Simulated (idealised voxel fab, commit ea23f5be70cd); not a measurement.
process module | voxel air gaps
cross-section cut | 170 nm wide | cells 5 nm
A cross-section is a grid of square cells, given in bands from the top down. A band is one or more rows of cells.
Each band's line starts with the height of the band's top and of its bottom, in nm. Then come its materials from left to right, each with its width in nm. One material with "throughout" fills the band from edge to edge. "air" is empty space.
Height 0 is the level under which the wafer as received is all one material. The lowest band goes on downwards, as in "0 down".
A width such as "30 to 40" changes by the same amount from each row of cells to the next, from the band's top row to its bottom row.
"no change" after a step means that no cell of the cross-section changed.
closed voids: empty space of 8 cells or more with no open way to the top, each as width x height at its distance from the left edge, in nm
after a step's settings: what the simulator itself notes on the step
overlay nm, on a step with a mask: how far to the right of its planned place the mask lay; to the left if negative
plan
1 op RECEIVE | material Si
2 op CONFORMAL_DEP | material SiO2 | thk nm 15
3 op CONFORMAL_DEP | material SiN | thk nm 5
4 op DIRECTIONAL_DEP | material SiO2 | thk nm 40
5 op MASKED_ETCH | tone open | mask id LINES | width nm 25 | pitch nm 50 | etch materials SiO2 | depth nm 40 | overlay nm 0
6 op CONFORMAL_DEP | material TiN | thk nm 5
7 op FILL_DEP | material W | thk nm 5
8 op CMP | height nm 60
9 op EPI | material Ru | thk nm 10
10 op SELECTIVE_ETCH | etch materials SiO2 | depth nm 50
11 op CONFORMAL_DEP | material SiCN | thk nm 5
as received, after step 1
  0 down: Si throughout
  closed voids: none
first wafer at the end, as planned
  75 to 70: air 5 | SiCN 155 | air 10
  70 to 60: air 5 | SiCN 5 | Ru 45 | SiCN 5 | Ru 45 | SiCN 5 | Ru 45 | SiCN 5 | air 10
  60 to 55: air 5 | SiCN 15 | TiN 5 | W 15 | TiN 5 | SiCN 25 | TiN 5 | W 15 | TiN 5 | SiCN 25 | TiN 5 | W 15 | TiN 5 | SiCN 15 | air 10
  55 to 25: air 15 | SiCN 5 | TiN 5 | W 15 | TiN 5 | SiCN 5 | air 15 | SiCN 5 | TiN 5 | W 15 | TiN 5 | SiCN 5 | air 15 | SiCN 5 | TiN 5 | W 15 | TiN 5 | SiCN 5 | air 20
  25 to 20: SiCN 20 | TiN 25 | SiCN 25 | TiN 25 | SiCN 25 | TiN 25 | SiCN 25
  20 to 15: SiN throughout
  15 to 0: SiO2 throughout
  0 down: Si throughout
  closed voids: 15 x 30 at 50; 15 x 30 at 100
second wafer at the end: like start, like plan, one mistake
  70 to 60: air 10 | Ru 45 | air 5 | Ru 45 | air 5 | Ru 45 | air 15
  60 to 25: air 20 | TiN 5 | W 15 | TiN 5 | air 25 | TiN 5 | W 15 | TiN 5 | air 25 | TiN 5 | W 15 | TiN 5 | air 25
  25 to 20: air 20 | TiN 25 | air 25 | TiN 25 | air 25 | TiN 25 | air 25
  20 to 15: SiN throughout
  15 to 0: SiO2 throughout
  0 down: Si throughout
  closed voids: none
what went wrong: step 11 was left out
at the end the second wafer has, in cells: 110 fewer of SiCN
closed voids at the end (first wafer, second wafer): 2, 0
